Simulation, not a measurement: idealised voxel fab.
process module | voxel wiring stack
cross-section cut | 140 nm wide | cells 5 nm
When this document writes out a cross-section, it uses a grid of square cells and lists it as bands, beginning at the top and moving down, with a band standing for one or more rows of cells. Per band: top height and bottom height in nm, followed by the left-to-right materials and their widths in nm; "everywhere" marks a single material spanning edge to edge, "air" marks empty space. Heights from 0 (as-received wafer is one material below). Bottom band endless downward, as "0..down". Per-row width for "30 to 40": begins at first number (top row of band), ends at second number (bottom row), increment between rows held constant. For the purposes of this document, the phrase "remained the same" attached to a step denotes that no cell within the cross-section was modified by that step. Closed empty spaces (no open way to the top) of 8 cells or more are what "Cavities, sealed" lists, each as width x height at distance from the left edge, nm for all three. If you see something after the settings on a step's line, that's the simulator's own remark about that step. "overlay nm" answers the question of how far to the right of plan the mask lay on a step that has a mask, and when it is negative the answer is to the left.

LISTED BELOW ARE THE PROCESS STEPS AS PLANNED
1,RECEIVE | material Si
2,CONFORMAL_DEP | material SiO2 | thk nm 10
3,DIRECTIONAL_DEP | material TiN | thk nm 5
4,DIRECTIONAL_DEP | material W | thk nm 25
5,MASKED_ETCH | tone cover | mask id METAL_1 | width nm 25 | pitch nm 45 | etch materials W | depth nm 25 | overlay nm 0
6,MASKED_ETCH | tone cover | mask id METAL_1 | width nm 25 | pitch nm 45 | etch materials TiN | depth nm 5 | overlay nm 0
7,FILL_DEP | material SiO2 | thk nm 5
8,CMP | height nm 40
9,CONFORMAL_DEP | material SiCN | thk nm 5
10,DIRECTIONAL_DEP | material SiO2 | thk nm 30
11,PATTERN | tone open | mask id METAL_2_HOLES | material resist | width nm 15 | pitch nm 45 | thk nm 20 | overlay nm 0
12,DIRECTIONAL_ETCH | etch materials SiO2 | depth nm 30
13,STRIP | etch materials resist
14,MASKED_ETCH | tone open | mask id METAL_2 | width nm 25 | pitch nm 45 | etch materials SiO2 | depth nm 20 | overlay nm 0
15,MASKED_ETCH | tone open | mask id METAL_2 | width nm 25 | pitch nm 45 | etch materials SiCN | depth nm 5 | overlay nm 0
16,CONFORMAL_DEP | material TiN | thk nm 5
17,FILL_DEP | material Cu | thk nm 10
18,CMP | height nm 75
19,CONFORMAL_DEP | material SiCN | thk nm 5
20,DIRECTIONAL_DEP | material lowk | thk nm 10
21,MASKED_ETCH | tone open | mask id PLUG_2 | width nm 15 | pitch nm 45 | etch materials lowk | depth nm 10 | overlay nm 0
22,MASKED_ETCH | tone open | mask id PLUG_2 | width nm 15 | pitch nm 45 | etch materials SiCN | depth nm 5 | overlay nm 0
23,EPI | material Ru | thk nm 10
24,EPI | material Ru | thk nm 5
25,DIRECTIONAL_DEP | material TiN | thk nm 5
26,DIRECTIONAL_DEP | material W | thk nm 15
27,DIRECTIONAL_DEP | material aC | thk nm 15
28,PATTERN | tone cover | mask id METAL_3 | material resist | width nm 25 | pitch nm 45 | thk nm 30 | overlay nm 0
29,DIRECTIONAL_ETCH | etch materials aC | depth nm 15
30,STRIP | etch materials resist
31,DIRECTIONAL_ETCH | etch materials W | depth nm 15
32,DIRECTIONAL_ETCH | etch materials TiN | depth nm 5
33,STRIP | etch materials aC
34,CONFORMAL_DEP | material SiN | thk nm 5
35,FILL_DEP | material SiO2 | thk nm 5
36,CMP | height nm 110
37,CONFORMAL_DEP | material SiCN | thk nm 5

RUN AS PLANNED: FIRST OF TWO WAFERS

SHOWN IN CROSS-SECTION IS THE WAFER AS RECEIVED, THAT IS, AS IT STANDS AFTER STEP 1
- 0..down: Si everywhere
- Cavities, sealed: none

TAKE A LOOK AT THE WAFER'S CROSS-SECTION AFTER STEP 2
- 10..0: SiO2 everywhere
- Heights below 0 show no change.

TAKE A LOOK AT THE WAFER'S CROSS-SECTION AFTER STEP 3
- 15..10: TiN everywhere
- Heights below 10 show no change.

TAKE A LOOK AT THE WAFER'S CROSS-SECTION AFTER STEP 4
- 40..15: W everywhere
- Heights below 15 show no change.

TAKE A LOOK AT THE WAFER'S CROSS-SECTION AFTER STEP 5
- 40..15: air 35  W 25  air 20  W 25  air 35
- Heights below 15 show no change.

TAKE A LOOK AT THE WAFER'S CROSS-SECTION AFTER STEP 6
- 40..15: air 35  W 25  air 20  W 25  air 35
- 15..10: air 35  TiN 25  air 20  TiN 25  air 35
- Heights below 10 show no change.

TAKE A LOOK AT THE WAFER'S CROSS-SECTION AFTER STEP 7
- 45..40: SiO2 everywhere
- 40..15: SiO2 35  W 25  SiO2 20  W 25  SiO2 35
- 15..10: SiO2 35  TiN 25  SiO2 20  TiN 25  SiO2 35
- Heights below 10 show no change.

TAKE A LOOK AT THE WAFER'S CROSS-SECTION AFTER STEP 8
- 40..15: SiO2 35  W 25  SiO2 20  W 25  SiO2 35
- Heights below 15 show no change.

TAKE A LOOK AT THE WAFER'S CROSS-SECTION AFTER STEP 9
- 45..40: SiCN everywhere
- Heights below 40 show no change.

TAKE A LOOK AT THE WAFER'S CROSS-SECTION AFTER STEP 10
- 75..45: SiO2 everywhere
- Heights below 45 show no change.

TAKE A LOOK AT THE WAFER'S CROSS-SECTION AFTER STEP 11
- 95..75: resist 35  air 15  resist 30  air 15  resist 45
- Heights below 75 show no change.

TAKE A LOOK AT THE WAFER'S CROSS-SECTION AFTER STEP 12
- 95..75: resist 35  air 15  resist 30  air 15  resist 45
- 75..45: SiO2 35  air 15  SiO2 30  air 15  SiO2 45
- Heights below 45 show no change.

TAKE A LOOK AT THE WAFER'S CROSS-SECTION AFTER STEP 13
- 75..45: SiO2 35  air 15  SiO2 30  air 15  SiO2 45
- Heights below 45 show no change.

TAKE A LOOK AT THE WAFER'S CROSS-SECTION AFTER STEP 14
- 75..55: SiO2 35  air 25  SiO2 20  air 25  SiO2 35
- Heights below 55 show no change.

TAKE A LOOK AT THE WAFER'S CROSS-SECTION AFTER STEP 15
- 75..55: SiO2 35  air 25  SiO2 20  air 25  SiO2 35
- 55..45: SiO2 35  air 15  SiO2 30  air 15  SiO2 45
- 45..40: SiCN 35  air 15  SiCN 30  air 15  SiCN 45
- Heights below 40 show no change.

TAKE A LOOK AT THE WAFER'S CROSS-SECTION AFTER STEP 16
- 80..75: TiN 40  air 15  TiN 30  air 15  TiN 40
- 75..60: SiO2 35  TiN 5  air 15  TiN 5  SiO2 20  TiN 5  air 15  TiN 5  SiO2 35
- 60..55: SiO2 35  TiN 5  air 5  TiN 15  SiO2 20  TiN 5  air 5  TiN 15  SiO2 35
- 55..45: SiO2 35  TiN 5  air 5  TiN 5  SiO2 30  TiN 5  air 5  TiN 5  SiO2 45
- 45..40: SiCN 35  TiN 15  SiCN 30  TiN 15  SiCN 45
- Heights below 40 show no change.

TAKE A LOOK AT THE WAFER'S CROSS-SECTION AFTER STEP 17
- 90..80: Cu everywhere
- 80..75: TiN 40  Cu 15  TiN 30  Cu 15  TiN 40
- 75..60: SiO2 35  TiN 5  Cu 15  TiN 5  SiO2 20  TiN 5  Cu 15  TiN 5  SiO2 35
- 60..55: SiO2 35  TiN 5  Cu 5  TiN 15  SiO2 20  TiN 5  Cu 5  TiN 15  SiO2 35
- 55..45: SiO2 35  TiN 5  Cu 5  TiN 5  SiO2 30  TiN 5  Cu 5  TiN 5  SiO2 45
- Heights below 45 show no change.

TAKE A LOOK AT THE WAFER'S CROSS-SECTION AFTER STEP 18
- 75..60: SiO2 35  TiN 5  Cu 15  TiN 5  SiO2 20  TiN 5  Cu 15  TiN 5  SiO2 35
- Heights below 60 show no change.

TAKE A LOOK AT THE WAFER'S CROSS-SECTION AFTER STEP 19
- 80..75: SiCN everywhere
- Heights below 75 show no change.

TAKE A LOOK AT THE WAFER'S CROSS-SECTION AFTER STEP 20
- 90..80: lowk everywhere
- Heights below 80 show no change.

TAKE A LOOK AT THE WAFER'S CROSS-SECTION AFTER STEP 21
- 90..80: lowk 35  air 15  lowk 30  air 15  lowk 45
- Heights below 80 show no change.

TAKE A LOOK AT THE WAFER'S CROSS-SECTION AFTER STEP 22
- 90..80: lowk 35  air 15  lowk 30  air 15  lowk 45
- 80..75: SiCN 35  air 15  SiCN 30  air 15  SiCN 45
- Heights below 75 show no change.

TAKE A LOOK AT THE WAFER'S CROSS-SECTION AFTER STEP 23
- 90..85: lowk 35  air 15  lowk 30  air 15  lowk 45
- 85..80: lowk 35  Ru 15  lowk 30  Ru 15  lowk 45
- 80..75: SiCN 35  Ru 15  SiCN 30  Ru 15  SiCN 45
- Heights below 75 show no change.

TAKE A LOOK AT THE WAFER'S CROSS-SECTION AFTER STEP 24
- 90..80: lowk 35  Ru 15  lowk 30  Ru 15  lowk 45
- Heights below 80 show no change.

TAKE A LOOK AT THE WAFER'S CROSS-SECTION AFTER STEP 25
- 95..90: TiN everywhere
- Heights below 90 show no change.

TAKE A LOOK AT THE WAFER'S CROSS-SECTION AFTER STEP 26
- 110..95: W everywhere
- Heights below 95 show no change.

TAKE A LOOK AT THE WAFER'S CROSS-SECTION AFTER STEP 27
- 125..110: aC everywhere
- Heights below 110 show no change.

TAKE A LOOK AT THE WAFER'S CROSS-SECTION AFTER STEP 28
- 155..125: air 35  resist 25  air 20  resist 25  air 35
- Heights below 125 show no change.

TAKE A LOOK AT THE WAFER'S CROSS-SECTION AFTER STEP 29
- 140..125: air 35  resist 25  air 20  resist 25  air 35
- 125..110: air 35  aC 25  air 20  aC 25  air 35
- Heights below 110 show no change.

TAKE A LOOK AT THE WAFER'S CROSS-SECTION AFTER STEP 30
- 125..110: air 35  aC 25  air 20  aC 25  air 35
- Heights below 110 show no change.

TAKE A LOOK AT THE WAFER'S CROSS-SECTION AFTER STEP 31
- 125..110: air 35  aC 25  air 20  aC 25  air 35
- 110..95: air 35  W 25  air 20  W 25  air 35
- Heights below 95 show no change.

TAKE A LOOK AT THE WAFER'S CROSS-SECTION AFTER STEP 32
- 125..110: air 35  aC 25  air 20  aC 25  air 35
- 110..95: air 35  W 25  air 20  W 25  air 35
- 95..90: air 35  TiN 25  air 20  TiN 25  air 35
- Heights below 90 show no change.

TAKE A LOOK AT THE WAFER'S CROSS-SECTION AFTER STEP 33
- 110..95: air 35  W 25  air 20  W 25  air 35
- Heights below 95 show no change.

TAKE A LOOK AT THE WAFER'S CROSS-SECTION AFTER STEP 34
- 115..110: air 30  SiN 35  air 10  SiN 35  air 30
- 110..95: air 30  SiN 5  W 25  SiN 5  air 10  SiN 5  W 25  SiN 5  air 30
- 95..90: SiN 35  TiN 25  SiN 20  TiN 25  SiN 35
- Heights below 90 show no change.

TAKE A LOOK AT THE WAFER'S CROSS-SECTION AFTER STEP 35
- 120..115: SiO2 everywhere
- 115..110: SiO2 30  SiN 35  SiO2 10  SiN 35  SiO2 30
- 110..95: SiO2 30  SiN 5  W 25  SiN 5  SiO2 10  SiN 5  W 25  SiN 5  SiO2 30
- Heights below 95 show no change.

TAKE A LOOK AT THE WAFER'S CROSS-SECTION AFTER STEP 36
- 110..95: SiO2 30  SiN 5  W 25  SiN 5  SiO2 10  SiN 5  W 25  SiN 5  SiO2 30
- Heights below 95 show no change.

TAKE A LOOK AT THE WAFER'S CROSS-SECTION AFTER STEP 37
- 115..110: SiCN everywhere
- Heights below 110 show no change.

HERE THE SECOND WAFER IS DESCRIBED. ITS START AND ITS PLAN WERE THOSE OF THE FIRST WAFER. ITS RUN CONTAINED ONE MISTAKE. UP TO AND INCLUDING STEP 9, IT DID EXACTLY WHAT THE FIRST WAFER DID

SECOND WAFER AT THE PLANNED FINISH OF STEP 10, SEEN IN CROSS-SECTION
- 105..45: SiO2 everywhere
- Heights below 45 show no change.

SECOND WAFER AT THE PLANNED FINISH OF STEP 11, SEEN IN CROSS-SECTION
- 125..105: resist 35  air 15  resist 30  air 15  resist 45
- Heights below 105 show no change.

SECOND WAFER AT THE PLANNED FINISH OF STEP 12, SEEN IN CROSS-SECTION
- 125..105: resist 35  air 15  resist 30  air 15  resist 45
- 105..75: SiO2 35  air 15  SiO2 30  air 15  SiO2 45
- Heights below 75 show no change.

SECOND WAFER AT THE PLANNED FINISH OF STEP 13, SEEN IN CROSS-SECTION
- 105..75: SiO2 35  air 15  SiO2 30  air 15  SiO2 45
- Heights below 75 show no change.

SECOND WAFER AT THE PLANNED FINISH OF STEP 14, SEEN IN CROSS-SECTION
- 105..85: SiO2 35  air 25  SiO2 20  air 25  SiO2 35
- 85..55: SiO2 35  air 15  SiO2 30  air 15  SiO2 45
- Heights below 55 show no change.

Second wafer at the planned finish of step 15, seen in cross-section: remained the same

SECOND WAFER AT THE PLANNED FINISH OF STEP 16, SEEN IN CROSS-SECTION
- 110..105: TiN 40  air 15  TiN 30  air 15  TiN 40
- 105..90: SiO2 35  TiN 5  air 15  TiN 5  SiO2 20  TiN 5  air 15  TiN 5  SiO2 35
- 90..85: SiO2 35  TiN 5  air 5  TiN 15  SiO2 20  TiN 5  air 5  TiN 15  SiO2 35
- 85..60: SiO2 35  TiN 5  air 5  TiN 5  SiO2 30  TiN 5  air 5  TiN 5  SiO2 45
- 60..55: SiO2 35  TiN 15  SiO2 30  TiN 15  SiO2 45
- Heights below 55 show no change.

SECOND WAFER AT THE PLANNED FINISH OF STEP 17, SEEN IN CROSS-SECTION
- 120..110: Cu everywhere
- 110..105: TiN 40  Cu 15  TiN 30  Cu 15  TiN 40
- 105..90: SiO2 35  TiN 5  Cu 15  TiN 5  SiO2 20  TiN 5  Cu 15  TiN 5  SiO2 35
- 90..85: SiO2 35  TiN 5  Cu 5  TiN 15  SiO2 20  TiN 5  Cu 5  TiN 15  SiO2 35
- 85..60: SiO2 35  TiN 5  Cu 5  TiN 5  SiO2 30  TiN 5  Cu 5  TiN 5  SiO2 45
- Heights below 60 show no change.

SECOND WAFER AT THE PLANNED FINISH OF STEP 18, SEEN IN CROSS-SECTION
- 75..60: SiO2 35  TiN 5  Cu 5  TiN 5  SiO2 30  TiN 5  Cu 5  TiN 5  SiO2 45
- Heights below 60 show no change.

SECOND WAFER AT THE PLANNED FINISH OF STEP 19, SEEN IN CROSS-SECTION
- 80..75: SiCN everywhere
- Heights below 75 show no change.

SECOND WAFER AT THE PLANNED FINISH OF STEP 20, SEEN IN CROSS-SECTION
- 90..80: lowk everywhere
- Heights below 80 show no change.

SECOND WAFER AT THE PLANNED FINISH OF STEP 21, SEEN IN CROSS-SECTION
- 90..80: lowk 35  air 15  lowk 30  air 15  lowk 45
- Heights below 80 show no change.

SECOND WAFER AT THE PLANNED FINISH OF STEP 22, SEEN IN CROSS-SECTION
- 90..80: lowk 35  air 15  lowk 30  air 15  lowk 45
- 80..75: SiCN 35  air 15  SiCN 30  air 15  SiCN 45
- Heights below 75 show no change.

SECOND WAFER AT THE PLANNED FINISH OF STEP 23, SEEN IN CROSS-SECTION
- 90..85: lowk 35  air 15  lowk 30  air 15  lowk 45
- 85..80: lowk 35  Ru 15  lowk 30  Ru 15  lowk 45
- 80..75: SiCN 35  Ru 15  SiCN 30  Ru 15  SiCN 45
- Heights below 75 show no change.

SECOND WAFER AT THE PLANNED FINISH OF STEP 24, SEEN IN CROSS-SECTION
- 90..80: lowk 35  Ru 15  lowk 30  Ru 15  lowk 45
- Heights below 80 show no change.

SECOND WAFER AT THE PLANNED FINISH OF STEP 25, SEEN IN CROSS-SECTION
- 95..90: TiN everywhere
- Heights below 90 show no change.

SECOND WAFER AT THE PLANNED FINISH OF STEP 26, SEEN IN CROSS-SECTION
- 110..95: W everywhere
- Heights below 95 show no change.

SECOND WAFER AT THE PLANNED FINISH OF STEP 27, SEEN IN CROSS-SECTION
- 125..110: aC everywhere
- Heights below 110 show no change.

SECOND WAFER AT THE PLANNED FINISH OF STEP 28, SEEN IN CROSS-SECTION
- 155..125: air 35  resist 25  air 20  resist 25  air 35
- Heights below 125 show no change.

SECOND WAFER AT THE PLANNED FINISH OF STEP 29, SEEN IN CROSS-SECTION
- 140..125: air 35  resist 25  air 20  resist 25  air 35
- 125..110: air 35  aC 25  air 20  aC 25  air 35
- Heights below 110 show no change.

SECOND WAFER AT THE PLANNED FINISH OF STEP 30, SEEN IN CROSS-SECTION
- 125..110: air 35  aC 25  air 20  aC 25  air 35
- Heights below 110 show no change.

SECOND WAFER AT THE PLANNED FINISH OF STEP 31, SEEN IN CROSS-SECTION
- 125..110: air 35  aC 25  air 20  aC 25  air 35
- 110..95: air 35  W 25  air 20  W 25  air 35
- Heights below 95 show no change.

SECOND WAFER AT THE PLANNED FINISH OF STEP 32, SEEN IN CROSS-SECTION
- 125..110: air 35  aC 25  air 20  aC 25  air 35
- 110..95: air 35  W 25  air 20  W 25  air 35
- 95..90: air 35  TiN 25  air 20  TiN 25  air 35
- Heights below 90 show no change.

SECOND WAFER AT THE PLANNED FINISH OF STEP 33, SEEN IN CROSS-SECTION
- 110..95: air 35  W 25  air 20  W 25  air 35
- Heights below 95 show no change.

SECOND WAFER AT THE PLANNED FINISH OF STEP 34, SEEN IN CROSS-SECTION
- 115..110: air 30  SiN 35  air 10  SiN 35  air 30
- 110..95: air 30  SiN 5  W 25  SiN 5  air 10  SiN 5  W 25  SiN 5  air 30
- 95..90: SiN 35  TiN 25  SiN 20  TiN 25  SiN 35
- Heights below 90 show no change.

SECOND WAFER AT THE PLANNED FINISH OF STEP 35, SEEN IN CROSS-SECTION
- 120..115: SiO2 everywhere
- 115..110: SiO2 30  SiN 35  SiO2 10  SiN 35  SiO2 30
- 110..95: SiO2 30  SiN 5  W 25  SiN 5  SiO2 10  SiN 5  W 25  SiN 5  SiO2 30
- Heights below 95 show no change.

SECOND WAFER AT THE PLANNED FINISH OF STEP 36, SEEN IN CROSS-SECTION
- 110..95: SiO2 30  SiN 5  W 25  SiN 5  SiO2 10  SiN 5  W 25  SiN 5  SiO2 30
- Heights below 95 show no change.

SECOND WAFER AT THE PLANNED FINISH OF STEP 37, SEEN IN CROSS-SECTION
- 115..110: SiCN everywhere
- Heights below 110 show no change.
Short version of what went wrong: twice, step 10 of the plan was run
Final wafer comparison in cells, second versus first, more or fewer per material: -18 Cu; +6 SiCN; +28 SiO2; -16 TiN
